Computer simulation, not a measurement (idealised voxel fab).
Process module name: voxel wiring stack
For reference, the cross-section in this document is cut, with width 285 nm and square cells of 5 nm.
A cross-section is a grid of square cells, given in bands from the top down. A band is one or more rows of cells. Per band: top height and bottom height in nm, followed by the left-to-right materials and their widths in nm; "everywhere" marks a single material spanning edge to edge, "air" marks empty space. We count height from 0. Below that, the starting wafer is all one material. The lowest band never ends at the bottom but goes on down; see "0 nm and below" for how that is written. Width "30->40": first value at the band's top row of cells, second value at its bottom row, equal change from row to row. Step marked "all unchanged"? Then no cell in the cross-section changed in it. Empty spaces without an open route to the top, at least 8 cells in extent, make up the entry "Voids, sealed"; each is given as width x height at distance, where the distance is measured from the left edge, and all are in nm. Past the settings on a step's line: simulator remark, on that step. overlay nm: where the mask lay relative to plan, measured to the right, on steps with a mask; negatives go left. From here on the document is pairs. In a pair, the cross-section before one process step comes with the cross-section after it, and the latter goes no deeper than the lowest band that changed. What lies in between, the step and its settings, is written under the pair. A pair may be from a different run of this module on the same starting wafer than the pair above it, so it continues from that pair only where its entry headed "Status quo ante" says so.

-- Status quo ante
    0 nm and below: Si everywhere
    Voids, sealed: none

-- Step Result
    15 nm to 0 nm: SiO2 everywhere
    No changes below 0.
    Voids, sealed: none
What sits between those two cross-sections? CONFORMAL_DEP [material SiO2] [thk nm 15]

Status quo ante: The prior state of this step coincides with the post-step cross-section of the pair just above.

-- Step Result
    20 nm to 15 nm: SiCN everywhere
    No changes below 15.
    Voids, sealed: none
What sits between those two cross-sections? CONFORMAL_DEP [material SiCN] [thk nm 5]

Status quo ante: The prior state of this step coincides with the post-step cross-section of the pair just above.

-- Step Result
    45 nm to 20 nm: SiO2 everywhere
    No changes below 20.
    Voids, sealed: none
What sits between those two cross-sections? DIRECTIONAL_DEP [material SiO2] [thk nm 25]

Status quo ante: The prior state of this step coincides with the post-step cross-section of the pair just above.

-- Step Result
    45 nm to 20 nm: SiO2=70  air=25  SiO2=15  air=25  SiO2=15  air=25  SiO2=15  air=25  SiO2=70
    No changes below 20.
    Voids, sealed: none
What sits between those two cross-sections? MASKED_ETCH [tone open] [mask id METAL_1] [width nm 25] [pitch nm 40] [etch materials SiO2] [depth nm 25] [overlay nm 0]

Status quo ante: The prior state of this step coincides with the post-step cross-section of the pair just above.

-- Step Result
    45 nm to 20 nm: SiO2=70  air=25  SiO2=15  air=25  SiO2=15  air=25  SiO2=15  air=25  SiO2=70
    20 nm to 15 nm: SiCN=70  air=25  SiCN=15  air=25  SiCN=15  air=25  SiCN=15  air=25  SiCN=70
    No changes below 15.
    Voids, sealed: none
What sits between those two cross-sections? MASKED_ETCH [tone open] [mask id METAL_1] [width nm 25] [pitch nm 40] [etch materials SiCN] [depth nm 5] [overlay nm 0]

Status quo ante: The prior state of this step coincides with the post-step cross-section of the pair just above.

-- Step Result
    50 nm to 45 nm: TiN=75  air=15  TiN=25  air=15  TiN=25  air=15  TiN=25  air=15  TiN=75
    45 nm to 20 nm: SiO2=70  TiN=5  air=15  TiN=5  SiO2=15  TiN=5  air=15  TiN=5  SiO2=15  TiN=5  air=15  TiN=5  SiO2=15  TiN=5  air=15  TiN=5  SiO2=70
    20 nm to 15 nm: SiCN=70  TiN=25  SiCN=15  TiN=25  SiCN=15  TiN=25  SiCN=15  TiN=25  SiCN=70
    No changes below 15.
    Voids, sealed: none
What sits between those two cross-sections? CONFORMAL_DEP [material TiN] [thk nm 5]

Status quo ante: The prior state of this step coincides with the post-step cross-section of the pair just above.

-- Step Result
    60 nm to 50 nm: Ru everywhere
    50 nm to 45 nm: TiN=75  Ru=15  TiN=25  Ru=15  TiN=25  Ru=15  TiN=25  Ru=15  TiN=75
    45 nm to 20 nm: SiO2=70  TiN=5  Ru=15  TiN=5  SiO2=15  TiN=5  Ru=15  TiN=5  SiO2=15  TiN=5  Ru=15  TiN=5  SiO2=15  TiN=5  Ru=15  TiN=5  SiO2=70
    No changes below 20.
    Voids, sealed: none
What sits between those two cross-sections? FILL_DEP [material Ru] [thk nm 10]

Status quo ante: The prior state of this step coincides with the post-step cross-section of the pair just above.

-- Step Result
    45 nm to 20 nm: SiO2=70  TiN=5  Ru=15  TiN=5  SiO2=15  TiN=5  Ru=15  TiN=5  SiO2=15  TiN=5  Ru=15  TiN=5  SiO2=15  TiN=5  Ru=15  TiN=5  SiO2=70
    No changes below 20.
    Voids, sealed: none
What sits between those two cross-sections? CMP [height nm 45]

Status quo ante: The prior state of this step coincides with the post-step cross-section of the pair just above.

-- Step Result
    50 nm to 45 nm: air=65  Ru=35  air=5  Ru=35  air=5  Ru=35  air=5  Ru=35  air=65
    No changes below 45.
    Voids, sealed: none
What sits between those two cross-sections? EPI [material Ru] [thk nm 5]

Status quo ante: The prior state of this step coincides with the post-step cross-section of the pair just above.

-- Step Result
    55 nm to 50 nm: SiCN everywhere
    50 nm to 45 nm: SiCN=65  Ru=35  SiCN=5  Ru=35  SiCN=5  Ru=35  SiCN=5  Ru=35  SiCN=65
    No changes below 45.
    Voids, sealed: none
What sits between those two cross-sections? FILL_DEP [material SiCN] [thk nm 5]

Status quo ante: The prior state of this step coincides with the post-step cross-section of the pair just above.

-- Step Result
    90 nm to 55 nm: lowk everywhere
    No changes below 55.
    Voids, sealed: none
What sits between those two cross-sections? DIRECTIONAL_DEP [material lowk] [thk nm 35]

Status quo ante: The prior state of this step coincides with the post-step cross-section of the pair just above.

-- Step Result
    90 nm to 70 nm: lowk=70  air=25  lowk=15  air=25  lowk=15  air=25  lowk=15  air=25  lowk=70
    No changes below 70.
    Voids, sealed: none
What sits between those two cross-sections? MASKED_ETCH [tone open] [mask id METAL_2] [width nm 25] [pitch nm 40] [etch materials lowk] [depth nm 20] [overlay nm 0]

Status quo ante: The prior state of this step coincides with the post-step cross-section of the pair just above.

-- Step Result
    90 nm to 70 nm: lowk=70  air=25  lowk=15  air=25  lowk=15  air=25  lowk=15  air=25  lowk=70
    70 nm to 55 nm: lowk=70  air=15  lowk=65  air=15  lowk=120
    No changes below 55.
    Voids, sealed: none
What sits between those two cross-sections? MASKED_ETCH [tone open] [mask id METAL_2_HOLES] [width nm 15] [pitch nm 80] [etch materials lowk] [depth nm 15] [overlay nm 0]

Status quo ante: The prior state of this step coincides with the post-step cross-section of the pair just above.

-- Step Result
    90 nm to 70 nm: lowk=70  air=25  lowk=15  air=25  lowk=15  air=25  lowk=15  air=25  lowk=70
    70 nm to 55 nm: lowk=70  air=15  lowk=65  air=15  lowk=120
    55 nm to 50 nm: SiCN=70  air=15  SiCN=65  air=15  SiCN=120
    No changes below 50.
    Voids, sealed: none
What sits between those two cross-sections? MASKED_ETCH [tone open] [mask id METAL_2_HOLES] [width nm 15] [pitch nm 80] [etch materials SiCN] [depth nm 5] [overlay nm 0]

Status quo ante: The prior state of this step coincides with the post-step cross-section of the pair just above.

-- Step Result
    95 nm to 90 nm: TiN=75  air=15  TiN=25  air=15  TiN=25  air=15  TiN=25  air=15  TiN=75
    90 nm to 75 nm: lowk=70  TiN=5  air=15  TiN=5  lowk=15  TiN=5  air=15  TiN=5  lowk=15  TiN=5  air=15  TiN=5  lowk=15  TiN=5  air=15  TiN=5  lowk=70
    75 nm to 70 nm: lowk=70  TiN=5  air=5  TiN=15  lowk=15  TiN=25  lowk=15  TiN=5  air=5  TiN=15  lowk=15  TiN=25  lowk=70
    70 nm to 55 nm: lowk=70  TiN=5  air=5  TiN=5  lowk=65  TiN=5  air=5  TiN=5  lowk=120
    55 nm to 50 nm: SiCN=70  TiN=15  SiCN=65  TiN=15  SiCN=120
    No changes below 50.
    Voids, sealed: none
What sits between those two cross-sections? CONFORMAL_DEP [material TiN] [thk nm 5]

Status quo ante: The prior state of this step coincides with the post-step cross-section of the pair just above.

-- Step Result
    100 nm to 95 nm: Cu everywhere
    95 nm to 90 nm: TiN=75  Cu=15  TiN=25  Cu=15  TiN=25  Cu=15  TiN=25  Cu=15  TiN=75
    90 nm to 75 nm: lowk=70  TiN=5  Cu=15  TiN=5  lowk=15  TiN=5  Cu=15  TiN=5  lowk=15  TiN=5  Cu=15  TiN=5  lowk=15  TiN=5  Cu=15  TiN=5  lowk=70
    75 nm to 70 nm: lowk=70  TiN=5  Cu=5  TiN=15  lowk=15  TiN=25  lowk=15  TiN=5  Cu=5  TiN=15  lowk=15  TiN=25  lowk=70
    70 nm to 55 nm: lowk=70  TiN=5  Cu=5  TiN=5  lowk=65  TiN=5  Cu=5  TiN=5  lowk=120
    No changes below 55.
    Voids, sealed: none
What sits between those two cross-sections? FILL_DEP [material Cu] [thk nm 5]

Status quo ante: The prior state of this step coincides with the post-step cross-section of the pair just above.

-- Step Result
    90 nm to 75 nm: lowk=70  TiN=5  Cu=15  TiN=5  lowk=15  TiN=5  Cu=15  TiN=5  lowk=15  TiN=5  Cu=15  TiN=5  lowk=15  TiN=5  Cu=15  TiN=5  lowk=70
    No changes below 75.
    Voids, sealed: none
What sits between those two cross-sections? CMP [height nm 90]

Status quo ante: The prior state of this step coincides with the post-step cross-section of the pair just above.

-- Step Result
    95 nm to 90 nm: SiCN everywhere
    No changes below 90.
    Voids, sealed: none
What sits between those two cross-sections? CONFORMAL_DEP [material SiCN] [thk nm 5]

Status quo ante: The prior state of this step coincides with the post-step cross-section of the pair just above.

-- Step Result
    105 nm to 95 nm: SiO2 everywhere
    No changes below 95.
    Voids, sealed: none
What sits between those two cross-sections? DIRECTIONAL_DEP [material SiO2] [thk nm 10]

Status quo ante: The prior state of this step coincides with the post-step cross-section of the pair just above.

-- Step Result
    120 nm to 105 nm: aC everywhere
    No changes below 105.
    Voids, sealed: none
What sits between those two cross-sections? DIRECTIONAL_DEP [material aC] [thk nm 15]

Status quo ante: The prior state of this step coincides with the post-step cross-section of the pair just above.

-- Step Result
    155 nm to 120 nm: resist=70  air=15  resist=25  air=15  resist=25  air=15  resist=25  air=15  resist=80
    No changes below 120.
    Voids, sealed: none
What sits between those two cross-sections? PATTERN [tone open] [mask id PLUG_2] [material resist] [width nm 15] [pitch nm 40] [thk nm 35] [overlay nm 0]

Status quo ante: The prior state of this step coincides with the post-step cross-section of the pair just above.

-- Step Result
    140 nm to 120 nm: resist=70  air=15  resist=25  air=15  resist=25  air=15  resist=25  air=15  resist=80
    120 nm to 105 nm: aC=70  air=15  aC=25  air=15  aC=25  air=15  aC=25  air=15  aC=80
    No changes below 105.
    Voids, sealed: none
What sits between those two cross-sections? DIRECTIONAL_ETCH [etch materials aC] [depth nm 15]

Status quo ante: The prior state of this step coincides with the post-step cross-section of the pair just above.

-- Step Result
    120 nm to 105 nm: aC=70  air=15  aC=25  air=15  aC=25  air=15  aC=25  air=15  aC=80
    No changes below 105.
    Voids, sealed: none
What sits between those two cross-sections? STRIP [etch materials resist]

Status quo ante: The prior state of this step coincides with the post-step cross-section of the pair just above.

-- Step Result
    120 nm to 105 nm: aC=70  air=15  aC=25  air=15  aC=25  air=15  aC=25  air=15  aC=80
    105 nm to 95 nm: SiO2=70  air=15  SiO2=25  air=15  SiO2=25  air=15  SiO2=25  air=15  SiO2=80
    No changes below 95.
    Voids, sealed: none
What sits between those two cross-sections? DIRECTIONAL_ETCH [etch materials SiO2] [depth nm 10]

Status quo ante: The prior state of this step coincides with the post-step cross-section of the pair just above.

-- Step Result
    120 nm to 105 nm: aC=70  air=15  aC=25  air=15  aC=25  air=15  aC=25  air=15  aC=80
    105 nm to 95 nm: SiO2=70  air=15  SiO2=25  air=15  SiO2=25  air=15  SiO2=25  air=15  SiO2=80
    95 nm to 90 nm: SiCN=70  air=15  SiCN=25  air=15  SiCN=25  air=15  SiCN=25  air=15  SiCN=80
    No changes below 90.
    Voids, sealed: none
What sits between those two cross-sections? DIRECTIONAL_ETCH [etch materials SiCN] [depth nm 5]

Status quo ante: The prior state of this step coincides with the post-step cross-section of the pair just above.

-- Step Result
    105 nm to 95 nm: SiO2=70  air=15  SiO2=25  air=15  SiO2=25  air=15  SiO2=25  air=15  SiO2=80
    No changes below 95.
    Voids, sealed: none
What sits between those two cross-sections? STRIP [etch materials aC]

Status quo ante: The prior state of this step coincides with the post-step cross-section of the pair just above.

-- Step Result
    105 nm to 100 nm: SiO2=70  air=15  SiO2=25  air=15  SiO2=25  air=15  SiO2=25  air=15  SiO2=80
    100 nm to 95 nm: SiO2=70  Ru=15  SiO2=25  Ru=15  SiO2=25  Ru=15  SiO2=25  Ru=15  SiO2=80
    95 nm to 90 nm: SiCN=70  Ru=15  SiCN=25  Ru=15  SiCN=25  Ru=15  SiCN=25  Ru=15  SiCN=80
    No changes below 90.
    Voids, sealed: none
What sits between those two cross-sections? EPI [material Ru] [thk nm 10]

Status quo ante: The prior state of this step coincides with the post-step cross-section of the pair just above.

-- Step Result
    105 nm to 95 nm: SiO2=70  Ru=15  SiO2=25  Ru=15  SiO2=25  Ru=15  SiO2=25  Ru=15  SiO2=80
    No changes below 95.
    Voids, sealed: none
What sits between those two cross-sections? EPI [material Ru] [thk nm 5]

Status quo ante: The prior state of this step coincides with the post-step cross-section of the pair just above.

-- Step Result
    110 nm to 105 nm: SiN everywhere
    No changes below 105.
    Voids, sealed: none
What sits between those two cross-sections? CONFORMAL_DEP [material SiN] [thk nm 5]

Status quo ante: The prior state of this step coincides with the post-step cross-section of the pair just above.

-- Step Result
    130 nm to 110 nm: lowk everywhere
    No changes below 110.
    Voids, sealed: none
What sits between those two cross-sections? DIRECTIONAL_DEP [material lowk] [thk nm 20]

Status quo ante: The prior state of this step coincides with the post-step cross-section of the pair just above.

-- Step Result
    140 nm to 130 nm: aC everywhere
    No changes below 130.
    Voids, sealed: none
What sits between those two cross-sections? DIRECTIONAL_DEP [material aC] [thk nm 10]

Status quo ante: The prior state of this step coincides with the post-step cross-section of the pair just above.

-- Step Result
    170 nm to 140 nm: resist=70  air=25  resist=15  air=25  resist=15  air=25  resist=15  air=25  resist=70
    No changes below 140.
    Voids, sealed: none
What sits between those two cross-sections? PATTERN [tone open] [mask id METAL_3] [material resist] [width nm 25] [pitch nm 40] [thk nm 30] [overlay nm 0]

Status quo ante: The prior state of this step coincides with the post-step cross-section of the pair just above.

-- Step Result
    160 nm to 140 nm: resist=70  air=25  resist=15  air=25  resist=15  air=25  resist=15  air=25  resist=70
    140 nm to 130 nm: aC=70  air=25  aC=15  air=25  aC=15  air=25  aC=15  air=25  aC=70
    No changes below 130.
    Voids, sealed: none
What sits between those two cross-sections? DIRECTIONAL_ETCH [etch materials aC] [depth nm 10]

Status quo ante: The prior state of this step coincides with the post-step cross-section of the pair just above.

-- Step Result
    140 nm to 130 nm: aC=70  air=25  aC=15  air=25  aC=15  air=25  aC=15  air=25  aC=70
    No changes below 130.
    Voids, sealed: none
What sits between those two cross-sections? STRIP [etch materials resist]

Status quo ante: The prior state of this step coincides with the post-step cross-section of the pair just above.

-- Step Result
    140 nm to 130 nm: aC=70  air=25  aC=15  air=25  aC=15  air=25  aC=15  air=25  aC=70
    130 nm to 110 nm: lowk=70  air=25  lowk=15  air=25  lowk=15  air=25  lowk=15  air=25  lowk=70
    No changes below 110.
    Voids, sealed: none
What sits between those two cross-sections? DIRECTIONAL_ETCH [etch materials lowk] [depth nm 20]

Status quo ante: The prior state of this step coincides with the post-step cross-section of the pair just above.

-- Step Result
    140 nm to 130 nm: aC=70  air=25  aC=15  air=25  aC=15  air=25  aC=15  air=25  aC=70
    130 nm to 110 nm: lowk=70  air=25  lowk=15  air=25  lowk=15  air=25  lowk=15  air=25  lowk=70
    110 nm to 105 nm: SiN=70  air=25  SiN=15  air=25  SiN=15  air=25  SiN=15  air=25  SiN=70
    No changes below 105.
    Voids, sealed: none
What sits between those two cross-sections? DIRECTIONAL_ETCH [etch materials SiN] [depth nm 5]

Status quo ante: The prior state of this step coincides with the post-step cross-section of the pair just above.

-- Step Result
    130 nm to 110 nm: lowk=70  air=25  lowk=15  air=25  lowk=15  air=25  lowk=15  air=25  lowk=70
    No changes below 110.
    Voids, sealed: none
What sits between those two cross-sections? STRIP [etch materials aC]

Status quo ante: The prior state of this step coincides with the post-step cross-section of the pair just above.

-- Step Result
    135 nm to 130 nm: TiN=75  air=15  TiN=25  air=15  TiN=25  air=15  TiN=25  air=15  TiN=75
    130 nm to 110 nm: lowk=70  TiN=5  air=15  TiN=5  lowk=15  TiN=5  air=15  TiN=5  lowk=15  TiN=5  air=15  TiN=5  lowk=15  TiN=5  air=15  TiN=5  lowk=70
    110 nm to 105 nm: SiN=70  TiN=25  SiN=15  TiN=25  SiN=15  TiN=25  SiN=15  TiN=25  SiN=70
    No changes below 105.
    Voids, sealed: none
What sits between those two cross-sections? CONFORMAL_DEP [material TiN] [thk nm 5]

Status quo ante: The prior state of this step coincides with the post-step cross-section of the pair just above.

-- Step Result
    145 nm to 135 nm: W everywhere
    135 nm to 130 nm: TiN=75  W=15  TiN=25  W=15  TiN=25  W=15  TiN=25  W=15  TiN=75
    130 nm to 110 nm: lowk=70  TiN=5  W=15  TiN=5  lowk=15  TiN=5  W=15  TiN=5  lowk=15  TiN=5  W=15  TiN=5  lowk=15  TiN=5  W=15  TiN=5  lowk=70
    No changes below 110.
    Voids, sealed: none
What sits between those two cross-sections? FILL_DEP [material W] [thk nm 10]

Status quo ante: The prior state of this step coincides with the post-step cross-section of the pair just above.

-- Step Result
    130 nm to 110 nm: lowk=70  TiN=5  W=15  TiN=5  lowk=15  TiN=5  W=15  TiN=5  lowk=15  TiN=5  W=15  TiN=5  lowk=15  TiN=5  W=15  TiN=5  lowk=70
    No changes below 110.
    Voids, sealed: none
What sits between those two cross-sections? CMP [height nm 130]

Status quo ante: The prior state of this step coincides with the post-step cross-section of the pair just above.

-- Step Result
    135 nm to 130 nm: SiCN everywhere
    No changes below 130.
    Voids, sealed: none
What sits between those two cross-sections? CONFORMAL_DEP [material SiCN] [thk nm 5]

Status quo ante: The prior state of this step coincides with the post-step cross-section of the pair just above.

-- Step Result
    150 nm to 135 nm: lowk everywhere
    No changes below 135.
    Voids, sealed: none
What sits between those two cross-sections? DIRECTIONAL_DEP [material lowk] [thk nm 15]

Status quo ante: The prior state of this step coincides with the post-step cross-section of the pair just above.

-- Step Result
    165 nm to 150 nm: aC everywhere
    No changes below 150.
    Voids, sealed: none
What sits between those two cross-sections? DIRECTIONAL_DEP [material aC] [thk nm 15]

Status quo ante: The prior state of this step coincides with the post-step cross-section of the pair just above.

-- Step Result
    200 nm to 165 nm: resist=70  air=15  resist=65  air=15  resist=120
    No changes below 165.
    Voids, sealed: none
What sits between those two cross-sections? PATTERN [tone open] [mask id PLUG_3] [material resist] [width nm 15] [pitch nm 80] [thk nm 35] [overlay nm 0]

Status quo ante: The prior state of this step coincides with the post-step cross-section of the pair just above.

-- Step Result
    185 nm to 165 nm: resist=70  air=15  resist=65  air=15  resist=120
    165 nm to 150 nm: aC=70  air=15  aC=65  air=15  aC=120
    No changes below 150.
    Voids, sealed: none
What sits between those two cross-sections? DIRECTIONAL_ETCH [etch materials aC] [depth nm 15]

Status quo ante: The prior state of this step coincides with the post-step cross-section of the pair just above.

-- Step Result
    165 nm to 150 nm: aC=70  air=15  aC=65  air=15  aC=120
    No changes below 150.
    Voids, sealed: none
What sits between those two cross-sections? STRIP [etch materials resist]

Status quo ante: The prior state of this step coincides with the post-step cross-section of the pair just above.

-- Step Result
    165 nm to 150 nm: aC=70  air=15  aC=65  air=15  aC=120
    150 nm to 135 nm: lowk=70  air=15  lowk=65  air=15  lowk=120
    No changes below 135.
    Voids, sealed: none
What sits between those two cross-sections? DIRECTIONAL_ETCH [etch materials lowk] [depth nm 15]

Status quo ante: The prior state of this step coincides with the post-step cross-section of the pair just above.

-- Step Result
    165 nm to 150 nm: aC=70  air=15  aC=65  air=15  aC=120
    150 nm to 135 nm: lowk=70  air=15  lowk=65  air=15  lowk=120
    135 nm to 130 nm: SiCN=70  air=15  SiCN=65  air=15  SiCN=120
    No changes below 130.
    Voids, sealed: none
What sits between those two cross-sections? DIRECTIONAL_ETCH [etch materials SiCN] [depth nm 5]

Status quo ante: The prior state of this step coincides with the post-step cross-section of the pair just above.

-- Step Result
    150 nm to 135 nm: lowk=70  air=15  lowk=65  air=15  lowk=120
    No changes below 135.
    Voids, sealed: none
What sits between those two cross-sections? STRIP [etch materials aC]

Status quo ante: The prior state of this step coincides with the post-step cross-section of the pair just above.

-- Step Result
    150 nm to 140 nm: lowk=70  air=15  lowk=65  air=15  lowk=120
    140 nm to 135 nm: lowk=70  Ru=15  lowk=65  Ru=15  lowk=120
    135 nm to 130 nm: SiCN=70  Ru=15  SiCN=65  Ru=15  SiCN=120
    No changes below 130.
    Voids, sealed: none
What sits between those two cross-sections? EPI [material Ru] [thk nm 10]

Status quo ante: The prior state of this step coincides with the post-step cross-section of the pair just above.

-- Step Result
    150 nm to 135 nm: lowk=70  Ru=15  lowk=65  Ru=15  lowk=120
    No changes below 135.
    Voids, sealed: none
What sits between those two cross-sections? EPI [material Ru] [thk nm 10]

Status quo ante: The prior state of this step coincides with the post-step cross-section of the pair just above.

-- Step Result
    155 nm to 150 nm: TiN everywhere
    No changes below 150.
    Voids, sealed: none
What sits between those two cross-sections? DIRECTIONAL_DEP [material TiN] [thk nm 5]

Status quo ante: The prior state of this step coincides with the post-step cross-section of the pair just above.

-- Step Result
    170 nm to 155 nm: Ru everywhere
    No changes below 155.
    Voids, sealed: none
What sits between those two cross-sections? DIRECTIONAL_DEP [material Ru] [thk nm 15]

Status quo ante: The prior state of this step coincides with the post-step cross-section of the pair just above.

-- Step Result
    170 nm to 155 nm: air=70  Ru=25  air=15  Ru=25  air=15  Ru=25  air=15  Ru=25  air=70
    No changes below 155.
    Voids, sealed: none
What sits between those two cross-sections? MASKED_ETCH [tone cover] [mask id METAL_4] [width nm 25] [pitch nm 40] [etch materials Ru] [depth nm 15] [overlay nm 0]

Status quo ante: The prior state of this step coincides with the post-step cross-section of the pair just above.

-- Step Result
    170 nm to 155 nm: air=70  Ru=25  air=15  Ru=25  air=15  Ru=25  air=15  Ru=25  air=70
    155 nm to 150 nm: air=70  TiN=25  air=15  TiN=25  air=15  TiN=25  air=15  TiN=25  air=70
    No changes below 150.
    Voids, sealed: none
What sits between those two cross-sections? MASKED_ETCH [tone cover] [mask id METAL_4] [width nm 25] [pitch nm 40] [etch materials TiN] [depth nm 5] [overlay nm 0]

Status quo ante: The prior state of this step coincides with the post-step cross-section of the pair just above.

-- Step Result
    175 nm to 170 nm: air=65  SiCN=35  air=5  SiCN=35  air=5  SiCN=35  air=5  SiCN=35  air=65
    170 nm to 155 nm: air=65  SiCN=5  Ru=25  SiCN=5  air=5  SiCN=5  Ru=25  SiCN=5  air=5  SiCN=5  Ru=25  SiCN=5  air=5  SiCN=5  Ru=25  SiCN=5  air=65
    155 nm to 150 nm: SiCN=70  TiN=25  SiCN=15  TiN=25  SiCN=15  TiN=25  SiCN=15  TiN=25  SiCN=70
    No changes below 150.
    Voids, sealed: none
What sits between those two cross-sections? CONFORMAL_DEP [material SiCN] [thk nm 5]

Status quo ante: The prior state of this step coincides with the post-step cross-section of the pair just above.

-- Step Result
    185 nm to 175 nm: lowk everywhere
    175 nm to 170 nm: lowk=65  SiCN=35  lowk=5  SiCN=35  lowk=5  SiCN=35  lowk=5  SiCN=35  lowk=65
    170 nm to 155 nm: lowk=65  SiCN=5  Ru=25  SiCN=5  lowk=5  SiCN=5  Ru=25  SiCN=5  lowk=5  SiCN=5  Ru=25  SiCN=5  lowk=5  SiCN=5  Ru=25  SiCN=5  lowk=65
    No changes below 155.
    Voids, sealed: none
What sits between those two cross-sections? FILL_DEP [material lowk] [thk nm 10]

Status quo ante: The prior state of this step coincides with the post-step cross-section of the pair just above.

-- Step Result
    170 nm to 155 nm: lowk=65  SiCN=5  Ru=25  SiCN=5  lowk=5  SiCN=5  Ru=25  SiCN=5  lowk=5  SiCN=5  Ru=25  SiCN=5  lowk=5  SiCN=5  Ru=25  SiCN=5  lowk=65
    No changes below 155.
    Voids, sealed: none
What sits between those two cross-sections? CMP [height nm 170]

Status quo ante: The prior state of this step coincides with the post-step cross-section of the pair just above.

-- Step Result
    175 nm to 170 nm: SiCN everywhere
    No changes below 170.
    Voids, sealed: none
What sits between those two cross-sections? CONFORMAL_DEP [material SiCN] [thk nm 5]

-- Status quo ante
    105 nm to 95 nm: SiO2=70  air=15  SiO2=25  air=15  SiO2=25  air=15  SiO2=25  air=15  SiO2=80
    95 nm to 90 nm: SiCN=70  air=15  SiCN=25  air=15  SiCN=25  air=15  SiCN=25  air=15  SiCN=80
    90 nm to 75 nm: lowk=70  TiN=5  Cu=15  TiN=5  lowk=15  TiN=5  Cu=15  TiN=5  lowk=15  TiN=5  Cu=15  TiN=5  lowk=15  TiN=5  Cu=15  TiN=5  lowk=70
    75 nm to 70 nm: lowk=70  TiN=5  Cu=5  TiN=15  lowk=15  TiN=25  lowk=15  TiN=5  Cu=5  TiN=15  lowk=15  TiN=25  lowk=70
    70 nm to 55 nm: lowk=70  TiN=5  Cu=5  TiN=5  lowk=65  TiN=5  Cu=5  TiN=5  lowk=120
    55 nm to 50 nm: SiCN=70  TiN=15  SiCN=65  TiN=15  SiCN=120
    50 nm to 45 nm: SiCN=65  Ru=35  SiCN=5  Ru=35  SiCN=5  Ru=35  SiCN=5  Ru=35  SiCN=65
    45 nm to 20 nm: SiO2=70  TiN=5  Ru=15  TiN=5  SiO2=15  TiN=5  Ru=15  TiN=5  SiO2=15  TiN=5  Ru=15  TiN=5  SiO2=15  TiN=5  Ru=15  TiN=5  SiO2=70
    20 nm to 15 nm: SiCN=70  TiN=25  SiCN=15  TiN=25  SiCN=15  TiN=25  SiCN=15  TiN=25  SiCN=70
    15 nm to 0 nm: SiO2 everywhere
    0 nm and below: Si everywhere
    Voids, sealed: none

-- Step Result
    105 nm to 95 nm: SiO2=70  air=15  SiO2=25  air=15  SiO2=25  air=15  SiO2=25  air=15  SiO2=80
    95 nm to 90 nm: SiCN=70  Ru=15  SiCN=25  Ru=15  SiCN=25  Ru=15  SiCN=25  Ru=15  SiCN=80
    No changes below 90.
    Voids, sealed: none
What sits between those two cross-sections? EPI [material Ru] [thk nm 5]

Status quo ante: The prior state of this step coincides with the post-step cross-section of the pair just above.

-- Step Result
    110 nm to 105 nm: SiN=75  air=5  SiN=35  air=5  SiN=35  air=5  SiN=35  air=5  SiN=85
    105 nm to 100 nm: SiO2=70  SiN=5  air=5  SiN=5  SiO2=25  SiN=5  air=5  SiN=5  SiO2=25  SiN=5  air=5  SiN=5  SiO2=25  SiN=5  air=5  SiN=5  SiO2=80
    100 nm to 95 nm: SiO2=70  SiN=15  SiO2=25  SiN=15  SiO2=25  SiN=15  SiO2=25  SiN=15  SiO2=80
    No changes below 95.
    Voids, sealed: none
What sits between those two cross-sections? CONFORMAL_DEP [material SiN] [thk nm 5]

Status quo ante: The prior state of this step coincides with the post-step cross-section of the pair just above.

-- Step Result
    130 nm to 120 nm: lowk=75  air=5  lowk=35  air=5  lowk=35  air=5  lowk=35  air=5  lowk=85
    120 nm to 110 nm: lowk everywhere
    110 nm to 105 nm: SiN=75  lowk=5  SiN=35  lowk=5  SiN=35  lowk=5  SiN=35  lowk=5  SiN=85
    105 nm to 100 nm: SiO2=70  SiN=5  lowk=5  SiN=5  SiO2=25  SiN=5  lowk=5  SiN=5  SiO2=25  SiN=5  lowk=5  SiN=5  SiO2=25  SiN=5  lowk=5  SiN=5  SiO2=80
    No changes below 100.
    Voids, sealed: none
What sits between those two cross-sections? DIRECTIONAL_DEP [material lowk] [thk nm 20]

Status quo ante: The prior state of this step coincides with the post-step cross-section of the pair just above.

-- Step Result
    140 nm to 130 nm: aC=75  air=5  aC=35  air=5  aC=35  air=5  aC=35  air=5  aC=85
    130 nm to 120 nm: lowk=75  aC=5  lowk=35  aC=5  lowk=35  aC=5  lowk=35  aC=5  lowk=85
    No changes below 120.
    Voids, sealed: none
What sits between those two cross-sections? DIRECTIONAL_DEP [material aC] [thk nm 10]

Status quo ante: The prior state of this step coincides with the post-step cross-section of the pair just above.

-- Step Result
    170 nm to 140 nm: resist=70  air=25  resist=15  air=25  resist=15  air=25  resist=15  air=25  resist=70
    No changes below 140.
    Voids, sealed: none
What sits between those two cross-sections? PATTERN [tone open] [mask id METAL_3] [material resist] [width nm 25] [pitch nm 40] [thk nm 30] [overlay nm 0]

Status quo ante: The prior state of this step coincides with the post-step cross-section of the pair just above.

-- Step Result
    160 nm to 140 nm: resist=70  air=25  resist=15  air=25  resist=15  air=25  resist=15  air=25  resist=70
    140 nm to 130 nm: aC=70  air=25  aC=15  air=25  aC=15  air=25  aC=15  air=25  aC=70
    130 nm to 120 nm: lowk=75  air=5  lowk=35  air=5  lowk=35  air=5  lowk=35  air=5  lowk=85
    No changes below 120.
    Voids, sealed: none
What sits between those two cross-sections? DIRECTIONAL_ETCH [etch materials aC] [depth nm 10]

Status quo ante: The prior state of this step coincides with the post-step cross-section of the pair just above.

-- Step Result
    140 nm to 130 nm: aC=70  air=25  aC=15  air=25  aC=15  air=25  aC=15  air=25  aC=70
    No changes below 130.
    Voids, sealed: none
What sits between those two cross-sections? STRIP [etch materials resist]

Status quo ante: The prior state of this step coincides with the post-step cross-section of the pair just above.

-- Step Result
    140 nm to 130 nm: aC=70  air=25  aC=15  air=25  aC=15  air=25  aC=15  air=25  aC=70
    130 nm to 110 nm: lowk=70  air=25  lowk=15  air=25  lowk=15  air=25  lowk=15  air=25  lowk=70
    110 nm to 105 nm: SiN=75  air=5  SiN=35  air=5  SiN=35  air=5  SiN=35  air=5  SiN=85
    105 nm to 100 nm: SiO2=70  SiN=5  air=5  SiN=5  SiO2=25  SiN=5  air=5  SiN=5  SiO2=25  SiN=5  air=5  SiN=5  SiO2=25  SiN=5  air=5  SiN=5  SiO2=80
    No changes below 100.
    Voids, sealed: none
What sits between those two cross-sections? DIRECTIONAL_ETCH [etch materials lowk] [depth nm 20]
